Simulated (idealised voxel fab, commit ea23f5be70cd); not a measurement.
process module | voxel ribs on slabs
cross-section cut | 150 nm wide | cells 5 nm
A cross-section is a grid of square cells, given in bands from the top down. A band is one or more rows of cells.
Each band's line starts with the height of the band's top and of its bottom, in nm. Then come its materials from left to right, each with its width in nm. One material with "throughout" fills the band from edge to edge. "air" is empty space.
Height 0 is the level under which the wafer as received is all one material. The lowest band goes on downwards, as in "0 down".
A width such as "30 to 40" changes by the same amount from each row of cells to the next, from the band's top row to its bottom row.
"no change" after a step means that no cell of the cross-section changed.
closed voids: empty space of 8 cells or more with no open way to the top, each as width x height at its distance from the left edge, in nm
after a step's settings: what the simulator itself notes on the step
overlay nm, on a step with a mask: how far to the right of its planned place the mask lay; to the left if negative
plan
1 op RECEIVE | material Si
2 op DIRECTIONAL_DEP | material SiO2 | thk nm 20
3 op DIRECTIONAL_DEP | material polySi | thk nm 15
4 op PATTERN | tone cover | mask id RIB | material resist | width nm 25 | thk nm 20 | overlay nm 0
5 op DIRECTIONAL_ETCH | etch materials polySi | depth nm 10
6 op STRIP | etch materials resist
7 op PATTERN | tone cover | mask id SLAB | material resist | width nm 85 | thk nm 20 | overlay nm 0
8 op DIRECTIONAL_ETCH | etch materials polySi | depth nm 5
9 op STRIP | etch materials resist
10 op FILL_DEP | material SiO2 | thk nm 20
11 op CMP | height nm 45
12 op DIRECTIONAL_DEP | material W | thk nm 10
13 op MASKED_ETCH | tone cover | mask id HEATER | width nm 35 | etch materials W | depth nm 10 | overlay nm 0
14 op CONFORMAL_DEP | material SiN | thk nm 10
as received, after step 1
  0 down: Si throughout
  closed voids: none
first wafer at the end, as planned
  65 to 55: air 45 | SiN 55 | air 50
  55 to 45: SiN 55 | W 35 | SiN 60
  45 to 35: SiO2 throughout
  35 to 25: SiO2 60 | polySi 25 | SiO2 65
  25 to 20: SiO2 30 | polySi 85 | SiO2 35
  20 to 0: SiO2 throughout
  0 down: Si throughout
  closed voids: none
second wafer at the end: like start, like plan, one mistake
  65 to 55: air 45 | SiO2 55 | air 50
  55 to 45: SiO2 55 | W 35 | SiO2 60
  45 to 35: SiO2 throughout
  35 to 25: SiO2 60 | polySi 25 | SiO2 65
  25 to 20: SiO2 30 | polySi 85 | SiO2 35
  20 to 0: SiO2 throughout
  0 down: Si throughout
  closed voids: none
what went wrong: step 14 ran as: op CONFORMAL_DEP | material SiO2 | thk nm 10
at the end the second wafer has, in cells: 68 fewer of SiN | 68 more of SiO2
